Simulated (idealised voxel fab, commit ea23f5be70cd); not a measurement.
Module name: voxel self aligned vias (process module)
Shown is cross-section cut, with a width of 260 nm and square cells of size 5 nm.
Throughout this document, each cross-section is represented as a grid of square cells and is presented as a sequence of bands enumerated from the top downward, where a band comprises one or more rows of cells. First you get the band's top height and its bottom height, in nm, and then the materials it's made of, left to right, with each width in nm. If you see a single material with "edge to edge", that one covers the band edge to edge. "empty" is empty space. Zero point of the height axis is 0; under it, received wafer = one material. Lowest band: continues down indefinitely, "0..down". Per-row width for "30..40": begins at first number (top row of band), ends at second number (bottom row), increment between rows held constant. Key: "no modification" - step with no changed cell in the cross-section. Closed-off voids of 8+ cells (no open route to the top) go in "Voids, sealed", written width x height at distance from the left edge, in nm. That trailing text on a step's line, after the settings, is the simulator's own remark on the step. overlay nm, on a step with a mask: how far to the right of its planned place the mask lay; to the left if negative.
[Process steps foreseen in the plan]
step 1: RECEIVE with material Si
step 2: CONFORMAL_DEP with material SiO2, thk nm 10
step 3: CONFORMAL_DEP with material SiCN, thk nm 5
step 4: DIRECTIONAL_DEP with material lowk, thk nm 30
step 5: DIRECTIONAL_DEP with material aC, thk nm 15
step 6: PATTERN with tone open, mask id LINES, material resist, width nm 20, pitch nm 60, thk nm 30, overlay nm 0
step 7: DIRECTIONAL_ETCH with etch materials aC, depth nm 15
step 8: STRIP with etch materials resist
step 9: DIRECTIONAL_ETCH with etch materials lowk, depth nm 30
step 10: STRIP with etch materials aC
step 11: CONFORMAL_DEP with material TiN, thk nm 5
step 12: FILL_DEP with material Ru, thk nm 5
step 13: CMP with height nm 45
step 14: SELECTIVE_ETCH with etch materials W Ru TiN, depth nm 5
step 15: FILL_DEP with material SiN, thk nm 5
step 16: CMP with height nm 45
step 17: DIRECTIONAL_DEP with material lowk, thk nm 20
step 18: MASKED_ETCH with tone open, mask id VIAS, width nm 40, pitch nm 60, etch materials lowk, depth nm 20, overlay nm 0
step 19: MASKED_ETCH with tone open, mask id VIAS, width nm 40, pitch nm 60, etch materials SiN, depth nm 5, overlay nm 0
step 20: CONFORMAL_DEP with material TiN, thk nm 5
step 21: FILL_DEP with material W, thk nm 5
step 22: CMP with height nm 65
step 23: CONFORMAL_DEP with material SiN, thk nm 5
[What follows covers the first of two wafers; it ran as planned]
[The cross-section here shows the wafer as received, i.e. in its state after step 1]
    0..down | Si edge to edge
    Voids, sealed: none
[The following cross-section depicts the wafer upon completion of step 2]
    10..0 | SiO2 edge to edge
    No changes below 0.
[The following cross-section depicts the wafer upon completion of step 3]
    15..10 | SiCN edge to edge
    No changes below 10.
[The following cross-section depicts the wafer upon completion of step 4]
    45..15 | lowk edge to edge
    No changes below 15.
[The following cross-section depicts the wafer upon completion of step 5]
    60..45 | aC edge to edge
    No changes below 45.
[The following cross-section depicts the wafer upon completion of step 6]
    90..60 | resist: 90  empty: 20  resist: 40  empty: 20  resist: 90
    No changes below 60.
[The following cross-section depicts the wafer upon completion of step 7]
    75..60 | resist: 90  empty: 20  resist: 40  empty: 20  resist: 90
    60..45 | aC: 90  empty: 20  aC: 40  empty: 20  aC: 90
    No changes below 45.
[The following cross-section depicts the wafer upon completion of step 8]
    60..45 | aC: 90  empty: 20  aC: 40  empty: 20  aC: 90
    No changes below 45.
[The following cross-section depicts the wafer upon completion of step 9]
    60..45 | aC: 90  empty: 20  aC: 40  empty: 20  aC: 90
    45..15 | lowk: 90  empty: 20  lowk: 40  empty: 20  lowk: 90
    No changes below 15.
[The following cross-section depicts the wafer upon completion of step 10]
    45..15 | lowk: 90  empty: 20  lowk: 40  empty: 20  lowk: 90
    No changes below 15.
[The following cross-section depicts the wafer upon completion of step 11]
    50..45 | TiN: 95  empty: 10  TiN: 50  empty: 10  TiN: 95
    45..20 | lowk: 90  TiN: 5  empty: 10  TiN: 5  lowk: 40  TiN: 5  empty: 10  TiN: 5  lowk: 90
    20..15 | lowk: 90  TiN: 20  lowk: 40  TiN: 20  lowk: 90
    No changes below 15.
[The following cross-section depicts the wafer upon completion of step 12]
    55..50 | Ru edge to edge
    50..45 | TiN: 95  Ru: 10  TiN: 50  Ru: 10  TiN: 95
    45..20 | lowk: 90  TiN: 5  Ru: 10  TiN: 5  lowk: 40  TiN: 5  Ru: 10  TiN: 5  lowk: 90
    No changes below 20.
[The following cross-section depicts the wafer upon completion of step 13]
    45..20 | lowk: 90  TiN: 5  Ru: 10  TiN: 5  lowk: 40  TiN: 5  Ru: 10  TiN: 5  lowk: 90
    No changes below 20.
[The following cross-section depicts the wafer upon completion of step 14]
    45..40 | lowk: 90  empty: 20  lowk: 40  empty: 20  lowk: 90
    No changes below 40.
[The following cross-section depicts the wafer upon completion of step 15]
    50..45 | SiN edge to edge
    45..40 | lowk: 90  SiN: 20  lowk: 40  SiN: 20  lowk: 90
    No changes below 40.
[The following cross-section depicts the wafer upon completion of step 16]
    45..40 | lowk: 90  SiN: 20  lowk: 40  SiN: 20  lowk: 90
    No changes below 40.
[The following cross-section depicts the wafer upon completion of step 17]
    65..45 | lowk edge to edge
    No changes below 45.
[The following cross-section depicts the wafer upon completion of step 18]
    65..45 | lowk: 80  empty: 40  lowk: 20  empty: 40  lowk: 80
    No changes below 45.
[The following cross-section depicts the wafer upon completion of step 19]
    65..45 | lowk: 80  empty: 40  lowk: 20  empty: 40  lowk: 80
    45..40 | lowk: 90  empty: 20  lowk: 40  empty: 20  lowk: 90
    No changes below 40.
[The following cross-section depicts the wafer upon completion of step 20]
    70..65 | TiN: 85  empty: 30  TiN: 30  empty: 30  TiN: 85
    65..50 | lowk: 80  TiN: 5  empty: 30  TiN: 5  lowk: 20  TiN: 5  empty: 30  TiN: 5  lowk: 80
    50..45 | lowk: 80  TiN: 15  empty: 10  TiN: 15  lowk: 20  TiN: 15  empty: 10  TiN: 15  lowk: 80
    45..40 | lowk: 90  TiN: 20  lowk: 40  TiN: 20  lowk: 90
    No changes below 40.
[The following cross-section depicts the wafer upon completion of step 21]
    75..70 | W edge to edge
    70..65 | TiN: 85  W: 30  TiN: 30  W: 30  TiN: 85
    65..50 | lowk: 80  TiN: 5  W: 30  TiN: 5  lowk: 20  TiN: 5  W: 30  TiN: 5  lowk: 80
    50..45 | lowk: 80  TiN: 15  W: 10  TiN: 15  lowk: 20  TiN: 15  W: 10  TiN: 15  lowk: 80
    No changes below 45.
[The following cross-section depicts the wafer upon completion of step 22]
    65..50 | lowk: 80  TiN: 5  W: 30  TiN: 5  lowk: 20  TiN: 5  W: 30  TiN: 5  lowk: 80
    No changes below 50.
[The following cross-section depicts the wafer upon completion of step 23]
    70..65 | SiN edge to edge
    No changes below 65.
[Second wafer, same starting conditions and recipe as the first, one mistake in executing it, nothing differs from the first up to and including step 17]
[The second wafer in cross-section, at the planned close of step 18]
    65..45 | lowk: 70  empty: 40  lowk: 20  empty: 40  lowk: 90
    No changes below 45.
[The second wafer in cross-section, at the planned close of step 19]
    65..45 | lowk: 70  empty: 40  lowk: 20  empty: 40  lowk: 90
    45..40 | lowk: 90  empty: 20  lowk: 40  empty: 20  lowk: 90
    No changes below 40.
[The second wafer in cross-section, at the planned close of step 20]
    70..65 | TiN: 75  empty: 30  TiN: 30  empty: 30  TiN: 95
    65..50 | lowk: 70  TiN: 5  empty: 30  TiN: 5  lowk: 20  TiN: 5  empty: 30  TiN: 5  lowk: 90
    50..45 | lowk: 70  TiN: 25  empty: 10  TiN: 5  lowk: 20  TiN: 25  empty: 10  TiN: 5  lowk: 90
    45..40 | lowk: 90  TiN: 20  lowk: 40  TiN: 20  lowk: 90
    No changes below 40.
[The second wafer in cross-section, at the planned close of step 21]
    75..70 | W edge to edge
    70..65 | TiN: 75  W: 30  TiN: 30  W: 30  TiN: 95
    65..50 | lowk: 70  TiN: 5  W: 30  TiN: 5  lowk: 20  TiN: 5  W: 30  TiN: 5  lowk: 90
    50..45 | lowk: 70  TiN: 25  W: 10  TiN: 5  lowk: 20  TiN: 25  W: 10  TiN: 5  lowk: 90
    No changes below 45.
[The second wafer in cross-section, at the planned close of step 22]
    65..50 | lowk: 70  TiN: 5  W: 30  TiN: 5  lowk: 20  TiN: 5  W: 30  TiN: 5  lowk: 90
    No changes below 50.
[The second wafer in cross-section, at the planned close of step 23]
    70..65 | SiN edge to edge
    No changes below 65.
What was the processing mistake? rather than as planned, step 18 actually ran as MASKED_ETCH with tone open, mask id VIAS, width nm 40, pitch nm 60, etch materials lowk, depth nm 20, overlay nm -10
When the process is done, the second wafer contains the same cell count of every material as the first wafer, but distributed over other locations.
